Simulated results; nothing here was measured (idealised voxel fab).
process module | voxel double patterning
cross-section cut | 160 nm wide | cells 5 nm
A cross-section is a grid of square cells, given in bands from the top down. A band is one or more rows of cells.
Each band's line starts with the height of the band's top and of its bottom, in nm. Then come its materials from left to right, each with its width in nm. One material with "throughout" fills the band from edge to edge. "air" is empty space.
Height 0 is the level under which the wafer as received is all one material. The lowest band goes on downwards, as in "0 down".
A width such as "30 to 40" changes by the same amount from each row of cells to the next, from the band's top row to its bottom row.
"no change" after a step means that no cell of the cross-section changed.
closed voids: empty space of 8 cells or more with no open way to the top, each as width x height at its distance from the left edge, in nm
after a step's settings: what the simulator itself notes on the step
overlay nm, on a step with a mask: how far to the right of its planned place the mask lay; to the left if negative
plan
1 op RECEIVE | material Si
2 op CONFORMAL_DEP | material SiO2 | thk nm 10
3 op DIRECTIONAL_DEP | material W | thk nm 20
4 op DIRECTIONAL_DEP | material SiCN | thk nm 5
5 op MASKED_ETCH | tone open | mask id FIRST | width nm 15 | pitch nm 50 | etch materials SiCN | depth nm 5 | overlay nm 0
6 op MASKED_ETCH | tone open | mask id SECOND | width nm 15 | pitch nm 50 | etch materials SiCN | depth nm 5 | overlay nm 0
7 op DIRECTIONAL_ETCH | etch materials W | depth nm 20
8 op STRIP | etch materials SiCN
as received, after step 1
  0 down: Si throughout
  closed voids: none
a wafer at the end: this start, this plan, one mistake
  50 to 30: W 20 | air 15 | W 10 | air 15 | W 10 | air 15 | W 10 | air 15 | W 10 | air 15 | W 25
  30 to 10: W throughout
  10 to 0: SiO2 throughout
  0 down: Si throughout
  closed voids: none
what went wrong: step 3 was run twice
